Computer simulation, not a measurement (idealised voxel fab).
Name of the process module below: voxel double patterning
Square cells of 5 nm make up the cross-section cut, whose width is 250 nm.
Format of a cross-section: grid, square cells. Given as bands. Order: top down. Band: one or more rows of cells. Each band's line starts with the height of the band's top and of its bottom, in nm. Then come its materials from left to right, each with its width in nm. One material with "all across" fills the band from edge to edge. "air" is empty space. For the purposes of this specification, 0 denotes the height below which the wafer in its as-received condition is composed wholly of one material, and the lowermost band, lacking a lower limit, extends downward without end, as expressed in "0 -> down". A width such as "30 to 40" changes by the same amount from each row of cells to the next, from the band's top row to its bottom row. Where a step carries "everything unchanged", the cross-section came out of it unchanged, cell for cell. Entry "Listed closed voids". Content: empty spaces with no open connection to the top, size 8 cells or greater. Each: width x height at distance. Distance: from left edge. Unit: nm. Post-settings text on a step line: simulator's own remark regarding the step. Steps that use a mask can have "overlay nm" on their line. It says how far the mask sat to the right of where it was meant to be. Negative means to the left. Each of the pairs that make up the rest of this document says: here is the cross-section before one process step, here is the cross-section after it, drawn only down to the lowest band that changed, and here, under the pair, is the step lying between them with its settings. Different pairs may come from different runs of this module on the same starting wafer, so a pair continues from the pair above it only where its entry headed "Pre-process cross-section" says so.
Pre-process cross-section
    35 -> 25 = 65 nm aC | 15 nm air | 35 nm aC | 15 nm air | 35 nm aC | 15 nm air | 70 nm aC
    25 -> 15 = SiCN all across
    15 -> 5 = polySi all across
    5 -> 0 = aC all across
    0 -> down = Si all across
    Listed closed voids: none
Cut View, Post-Step
    35 -> 25 = 65 nm aC | 15 nm air | 35 nm aC | 15 nm air | 35 nm aC | 15 nm air | 70 nm aC
    25 -> 15 = 65 nm SiCN | 15 nm air | 35 nm SiCN | 15 nm air | 35 nm SiCN | 15 nm air | 70 nm SiCN
    Below 15, no change.
    Listed closed voids: none
What was done to get from the before section above to the after section? DIRECTIONAL_ETCH (etch materials SiCN; depth nm 10)
Pre-process cross-section: This step starts from the configuration shown after the step in the pair immediately above.
Cut View, Post-Step
    25 -> 15 = 65 nm SiCN | 15 nm air | 35 nm SiCN | 15 nm air | 35 nm SiCN | 15 nm air | 70 nm SiCN
    Below 15, no change.
    Listed closed voids: none
What was done to get from the before section above to the after section? STRIP (etch materials aC)
Pre-process cross-section: This step starts from the configuration shown after the step in the pair immediately above.
Cut View, Post-Step
    45 -> 25 = 90 nm resist | 15 nm air | 35 nm resist | 15 nm air | 95 nm resist
    25 -> 15 = 65 nm SiCN | 15 nm resist | 35 nm SiCN | 15 nm resist | 35 nm SiCN | 15 nm resist | 70 nm SiCN
    Below 15, no change.
    Listed closed voids: none
What was done to get from the before section above to the after section? PATTERN (tone open; mask id SECOND; material resist; width nm 15; pitch nm 50; thk nm 20; overlay nm 0)
Pre-process cross-section: This step starts from the configuration shown after the step in the pair immediately above.
Cut View, Post-Step
    45 -> 25 = 90 nm resist | 15 nm air | 35 nm resist | 15 nm air | 95 nm resist
    25 -> 15 = 65 nm SiCN | 15 nm resist | 10 nm SiCN | 15 nm air | 10 nm SiCN | 15 nm resist | 10 nm SiCN | 15 nm air | 10 nm SiCN | 15 nm resist | 70 nm SiCN
    Below 15, no change.
    Listed closed voids: none
What was done to get from the before section above to the after section? DIRECTIONAL_ETCH (etch materials SiCN; depth nm 10)
Pre-process cross-section: This step starts from the configuration shown after the step in the pair immediately above.
Cut View, Post-Step
    25 -> 15 = 65 nm SiCN | 15 nm air | 10 nm SiCN | 15 nm air | 10 nm SiCN | 15 nm air | 10 nm SiCN | 15 nm air | 10 nm SiCN | 15 nm air | 70 nm SiCN
    Below 15, no change.
    Listed closed voids: none
What was done to get from the before section above to the after section? STRIP (etch materials resist)
Pre-process cross-section: This step starts from the configuration shown after the step in the pair immediately above.
Cut View, Post-Step
    25 -> 15 = 65 nm SiCN | 15 nm air | 10 nm SiCN | 15 nm air | 10 nm SiCN | 15 nm air | 10 nm SiCN | 15 nm air | 10 nm SiCN | 15 nm air | 70 nm SiCN
    15 -> 5 = 65 nm polySi | 15 nm air | 10 nm polySi | 15 nm air | 10 nm polySi | 15 nm air | 10 nm polySi | 15 nm air | 10 nm polySi | 15 nm air | 70 nm polySi
    Below 5, no change.
    Listed closed voids: none
What was done to get from the before section above to the after section? DIRECTIONAL_ETCH (etch materials polySi; depth nm 10)
Pre-process cross-section: This step starts from the configuration shown after the step in the pair immediately above.
Cut View, Post-Step
    15 -> 5 = 65 nm polySi | 15 nm air | 10 nm polySi | 15 nm air | 10 nm polySi | 15 nm air | 10 nm polySi | 15 nm air | 10 nm polySi | 15 nm air | 70 nm polySi
    Below 5, no change.
    Listed closed voids: none
What was done to get from the before section above to the after section? STRIP (etch materials SiCN)
Pre-process cross-section
    25 -> 15 = 65 nm SiCN | 15 nm air | 35 nm SiCN | 15 nm air | 35 nm SiCN | 15 nm air | 70 nm SiCN
    15 -> 5 = polySi all across
    5 -> 0 = SiO2 all across
    0 -> down = Si all across
    Listed closed voids: none
Cut View, Post-Step
    45 -> 25 = 90 nm air | 15 nm resist | 35 nm air | 15 nm resist | 95 nm air
    Below 25, no change.
    Listed closed voids: none
What was done to get from the before section above to the after section? PATTERN (tone cover; mask id SECOND; material resist; width nm 15; pitch nm 50; thk nm 20; overlay nm 0)
Pre-process cross-section: This step starts from the configuration shown after the step in the pair immediately above.
Cut View, Post-Step
    45 -> 25 = 90 nm air | 15 nm resist | 35 nm air | 15 nm resist | 95 nm air
    25 -> 15 = 90 nm air | 15 nm SiCN | 35 nm air | 15 nm SiCN | 95 nm air
    Below 15, no change.
    Listed closed voids: none
What was done to get from the before section above to the after section? DIRECTIONAL_ETCH (etch materials SiCN; depth nm 10)
Pre-process cross-section: This step starts from the configuration shown after the step in the pair immediately above.
Cut View, Post-Step
    25 -> 15 = 90 nm air | 15 nm SiCN | 35 nm air | 15 nm SiCN | 95 nm air
    Below 15, no change.
    Listed closed voids: none
What was done to get from the before section above to the after section? STRIP (etch materials resist)
Pre-process cross-section: This step starts from the configuration shown after the step in the pair immediately above.
Cut View, Post-Step
    25 -> 15 = 90 nm air | 15 nm SiCN | 35 nm air | 15 nm SiCN | 95 nm air
    15 -> 5 = 90 nm air | 15 nm polySi | 35 nm air | 15 nm polySi | 95 nm air
    Below 5, no change.
    Listed closed voids: none
What was done to get from the before section above to the after section? DIRECTIONAL_ETCH (etch materials polySi; depth nm 10)
Pre-process cross-section: This step starts from the configuration shown after the step in the pair immediately above.
Cut View, Post-Step
    15 -> 5 = 90 nm air | 15 nm polySi | 35 nm air | 15 nm polySi | 95 nm air
    Below 5, no change.
    Listed closed voids: none
What was done to get from the before section above to the after section? STRIP (etch materials SiCN)
